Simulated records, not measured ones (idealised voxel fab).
Process module under the name voxel fin reveal
cross-section cut | 160 nm wide | cells 5 nm
Cross-section, as written here: a square-cell grid given band by band from the top down, where a band holds one or more rows of cells.
First you get the band's top height and its bottom height, in nm, and then the materials it's made of, left to right, with each width in nm. If you see a single material with "everywhere", that one covers the band edge to edge. "blank" is empty space.
Counting heights begins at 0, where everything beneath is, in the wafer as received, one material. The lowest band has no bottom; it goes on downwards, as "top 0, no bottom" shows.
The width entry "30 to 40" should be interpreted row by row: the top row of cells in the band takes the first number, the bottom row takes the second number, and the change between adjacent rows is uniform throughout.
A step reported as "nothing different" is a step in which no cell of the cross-section changed.
So "Voids, enclosed" is basically the list of trapped voids: any empty space of 8 cells or more that can't reach the top through an opening. They're written width x height at distance, the distance being from the left edge, and it's all nm.
Whatever follows a step's settings on its line is a remark the simulator itself makes about that step.
What "overlay nm" on a step's line means: if the step has a mask, that mask lay this far to the right of its planned place, or, when the value is negative, to the left.

So here's the lineup of process steps we planned:
1: RECEIVE with material Si
2: CONFORMAL_DEP with material SiN, thk nm 5
3: DIRECTIONAL_DEP with material aC, thk nm 15
4: PATTERN with tone cover, mask id FINS, material resist, width nm 15, pitch nm 35, thk nm 35, overlay nm 0
5: DIRECTIONAL_ETCH with etch materials aC, depth nm 15
6: STRIP with etch materials resist
7: DIRECTIONAL_ETCH with etch materials SiN, depth nm 5
8: DIRECTIONAL_ETCH with etch materials Si, depth nm 30
9: STRIP with etch materials aC
10: OXIDIZE with depth nm 5
11: FILL_DEP with material SiO2, thk nm 10
12: CMP with height nm 5
13: SELECTIVE_ETCH with etch materials SiO2, depth nm 15
14: STRIP with etch materials SiN
15: CONFORMAL_DEP with material SiO2, thk nm 5

Below: the first of two wafers, run as planned:

Wafer as received: cross-section following step 1:
> top 0, no bottom: Si everywhere
> Voids, enclosed: none

Cross-section through the wafer, step 2 finished:
> top 5, bottom 0: SiN everywhere
> At heights below 0, the structure remains unaltered.

Cross-section through the wafer, step 3 finished:
> top 20, bottom 5: aC everywhere
> At heights below 5, the structure remains unaltered.

Cross-section through the wafer, step 4 finished:
> top 55, bottom 20: blank=20 | resist=15 | blank=20 | resist=15 | blank=20 | resist=15 | blank=20 | resist=15 | blank=20
> At heights below 20, the structure remains unaltered.

Cross-section through the wafer, step 5 finished:
> top 40, bottom 20: blank=20 | resist=15 | blank=20 | resist=15 | blank=20 | resist=15 | blank=20 | resist=15 | blank=20
> top 20, bottom 5: blank=20 | aC=15 | blank=20 | aC=15 | blank=20 | aC=15 | blank=20 | aC=15 | blank=20
> At heights below 5, the structure remains unaltered.

Cross-section through the wafer, step 6 finished:
> top 20, bottom 5: blank=20 | aC=15 | blank=20 | aC=15 | blank=20 | aC=15 | blank=20 | aC=15 | blank=20
> At heights below 5, the structure remains unaltered.

Cross-section through the wafer, step 7 finished:
> top 20, bottom 5: blank=20 | aC=15 | blank=20 | aC=15 | blank=20 | aC=15 | blank=20 | aC=15 | blank=20
> top 5, bottom 0: blank=20 | SiN=15 | blank=20 | SiN=15 | blank=20 | SiN=15 | blank=20 | SiN=15 | blank=20
> At heights below 0, the structure remains unaltered.

Cross-section through the wafer, step 8 finished:
> top 20, bottom 5: blank=20 | aC=15 | blank=20 | aC=15 | blank=20 | aC=15 | blank=20 | aC=15 | blank=20
> top 5, bottom 0: blank=20 | SiN=15 | blank=20 | SiN=15 | blank=20 | SiN=15 | blank=20 | SiN=15 | blank=20
> top 0, bottom -30: blank=20 | Si=15 | blank=20 | Si=15 | blank=20 | Si=15 | blank=20 | Si=15 | blank=20
> At heights below -30, the structure remains unaltered.

Cross-section through the wafer, step 9 finished:
> top 5, bottom 0: blank=20 | SiN=15 | blank=20 | SiN=15 | blank=20 | SiN=15 | blank=20 | SiN=15 | blank=20
> At heights below 0, the structure remains unaltered.

Cross-section through the wafer, step 10 finished:
> top 5, bottom 0: blank=20 | SiN=15 | blank=20 | SiN=15 | blank=20 | SiN=15 | blank=20 | SiN=15 | blank=20
> top 0, bottom -30: blank=20 | SiO2=5 | Si=5 | SiO2=5 | blank=20 | SiO2=5 | Si=5 | SiO2=5 | blank=20 | SiO2=5 | Si=5 | SiO2=5 | blank=20 | SiO2=5 | Si=5 | SiO2=5 | blank=20
> top -30, bottom -35: SiO2=25 | Si=5 | SiO2=30 | Si=5 | SiO2=30 | Si=5 | SiO2=30 | Si=5 | SiO2=25
> At heights below -35, the structure remains unaltered.

Cross-section through the wafer, step 11 finished:
> top 15, bottom 5: SiO2 everywhere
> top 5, bottom 0: SiO2=20 | SiN=15 | SiO2=20 | SiN=15 | SiO2=20 | SiN=15 | SiO2=20 | SiN=15 | SiO2=20
> top 0, bottom -35: SiO2=25 | Si=5 | SiO2=30 | Si=5 | SiO2=30 | Si=5 | SiO2=30 | Si=5 | SiO2=25
> At heights below -35, the structure remains unaltered.

Cross-section through the wafer, step 12 finished:
> top 5, bottom 0: SiO2=20 | SiN=15 | SiO2=20 | SiN=15 | SiO2=20 | SiN=15 | SiO2=20 | SiN=15 | SiO2=20
> At heights below 0, the structure remains unaltered.

Cross-section through the wafer, step 13 finished:
> top 5, bottom 0: blank=20 | SiN=15 | blank=20 | SiN=15 | blank=20 | SiN=15 | blank=20 | SiN=15 | blank=20
> top 0, bottom -10: blank=25 | Si=5 | blank=30 | Si=5 | blank=30 | Si=5 | blank=30 | Si=5 | blank=25
> At heights below -10, the structure remains unaltered.

Cross-section through the wafer, step 14 finished:
> top 0, bottom -10: blank=25 | Si=5 | blank=30 | Si=5 | blank=30 | Si=5 | blank=30 | Si=5 | blank=25
> At heights below -10, the structure remains unaltered.

Cross-section through the wafer, step 15 finished:
> top 5, bottom 0: blank=20 | SiO2=15 | blank=20 | SiO2=15 | blank=20 | SiO2=15 | blank=20 | SiO2=15 | blank=20
> top 0, bottom -5: blank=20 | SiO2=5 | Si=5 | SiO2=5 | blank=20 | SiO2=5 | Si=5 | SiO2=5 | blank=20 | SiO2=5 | Si=5 | SiO2=5 | blank=20 | SiO2=5 | Si=5 | SiO2=5 | blank=20
> top -5, bottom -35: SiO2=25 | Si=5 | SiO2=30 | Si=5 | SiO2=30 | Si=5 | SiO2=30 | Si=5 | SiO2=25
> At heights below -35, the structure remains unaltered.

Regarding the second of the two wafers: it shared the first wafer's starting condition and process plan, yet one error occurred during its execution. Its history coincides with that of the first wafer up to and including step 3:

The second wafer cut through, at the time step 4 was supposed to be finished:
> top 55, bottom 20: blank=15 | resist=15 | blank=20 | resist=15 | blank=20 | resist=15 | blank=20 | resist=15 | blank=25
> At heights below 20, the structure remains unaltered.

The second wafer cut through, at the time step 5 was supposed to be finished:
> top 40, bottom 20: blank=15 | resist=15 | blank=20 | resist=15 | blank=20 | resist=15 | blank=20 | resist=15 | blank=25
> top 20, bottom 5: blank=15 | aC=15 | blank=20 | aC=15 | blank=20 | aC=15 | blank=20 | aC=15 | blank=25
> At heights below 5, the structure remains unaltered.

The second wafer cut through, at the time step 6 was supposed to be finished:
> top 20, bottom 5: blank=15 | aC=15 | blank=20 | aC=15 | blank=20 | aC=15 | blank=20 | aC=15 | blank=25
> At heights below 5, the structure remains unaltered.

The second wafer cut through, at the time step 7 was supposed to be finished:
> top 20, bottom 5: blank=15 | aC=15 | blank=20 | aC=15 | blank=20 | aC=15 | blank=20 | aC=15 | blank=25
> top 5, bottom 0: blank=15 | SiN=15 | blank=20 | SiN=15 | blank=20 | SiN=15 | blank=20 | SiN=15 | blank=25
> At heights below 0, the structure remains unaltered.

The second wafer cut through, at the time step 8 was supposed to be finished:
> top 20, bottom 5: blank=15 | aC=15 | blank=20 | aC=15 | blank=20 | aC=15 | blank=20 | aC=15 | blank=25
> top 5, bottom 0: blank=15 | SiN=15 | blank=20 | SiN=15 | blank=20 | SiN=15 | blank=20 | SiN=15 | blank=25
> top 0, bottom -30: blank=15 | Si=15 | blank=20 | Si=15 | blank=20 | Si=15 | blank=20 | Si=15 | blank=25
> At heights below -30, the structure remains unaltered.

The second wafer cut through, at the time step 9 was supposed to be finished:
> top 5, bottom 0: blank=15 | SiN=15 | blank=20 | SiN=15 | blank=20 | SiN=15 | blank=20 | SiN=15 | blank=25
> At heights below 0, the structure remains unaltered.

The second wafer cut through, at the time step 10 was supposed to be finished:
> top 5, bottom 0: blank=15 | SiN=15 | blank=20 | SiN=15 | blank=20 | SiN=15 | blank=20 | SiN=15 | blank=25
> top 0, bottom -30: blank=15 | SiO2=5 | Si=5 | SiO2=5 | blank=20 | SiO2=5 | Si=5 | SiO2=5 | blank=20 | SiO2=5 | Si=5 | SiO2=5 | blank=20 | SiO2=5 | Si=5 | SiO2=5 | blank=25
> top -30, bottom -35: SiO2=20 | Si=5 | SiO2=30 | Si=5 | SiO2=30 | Si=5 | SiO2=30 | Si=5 | SiO2=30
> At heights below -35, the structure remains unaltered.

The second wafer cut through, at the time step 11 was supposed to be finished:
> top 15, bottom 5: SiO2 everywhere
> top 5, bottom 0: SiO2=15 | SiN=15 | SiO2=20 | SiN=15 | SiO2=20 | SiN=15 | SiO2=20 | SiN=15 | SiO2=25
> top 0, bottom -35: SiO2=20 | Si=5 | SiO2=30 | Si=5 | SiO2=30 | Si=5 | SiO2=30 | Si=5 | SiO2=30
> At heights below -35, the structure remains unaltered.

The second wafer cut through, at the time step 12 was supposed to be finished:
> top 5, bottom 0: SiO2=15 | SiN=15 | SiO2=20 | SiN=15 | SiO2=20 | SiN=15 | SiO2=20 | SiN=15 | SiO2=25
> At heights below 0, the structure remains unaltered.

The second wafer cut through, at the time step 13 was supposed to be finished:
> top 5, bottom 0: blank=15 | SiN=15 | blank=20 | SiN=15 | blank=20 | SiN=15 | blank=20 | SiN=15 | blank=25
> top 0, bottom -10: blank=20 | Si=5 | blank=30 | Si=5 | blank=30 | Si=5 | blank=30 | Si=5 | blank=30
> At heights below -10, the structure remains unaltered.

The second wafer cut through, at the time step 14 was supposed to be finished:
> top 0, bottom -10: blank=20 | Si=5 | blank=30 | Si=5 | blank=30 | Si=5 | blank=30 | Si=5 | blank=30
> At heights below -10, the structure remains unaltered.

The second wafer cut through, at the time step 15 was supposed to be finished:
> top 5, bottom 0: blank=15 | SiO2=15 | blank=20 | SiO2=15 | blank=20 | SiO2=15 | blank=20 | SiO2=15 | blank=25
> top 0, bottom -5: blank=15 | SiO2=5 | Si=5 | SiO2=5 | blank=20 | SiO2=5 | Si=5 | SiO2=5 | blank=20 | SiO2=5 | Si=5 | SiO2=5 | blank=20 | SiO2=5 | Si=5 | SiO2=5 | blank=25
> top -5, bottom -35: SiO2=20 | Si=5 | SiO2=30 | Si=5 | SiO2=30 | Si=5 | SiO2=30 | Si=5 | SiO2=30
> At heights below -35, the structure remains unaltered.
What went wrong in running the wafer? planned and actual differ for step 4; actual: PATTERN with tone cover, mask id FINS, material resist, width nm 15, pitch nm 35, thk nm 35, overlay nm -5
Final wafers compared: equal cell tally per material, rearranged layout.
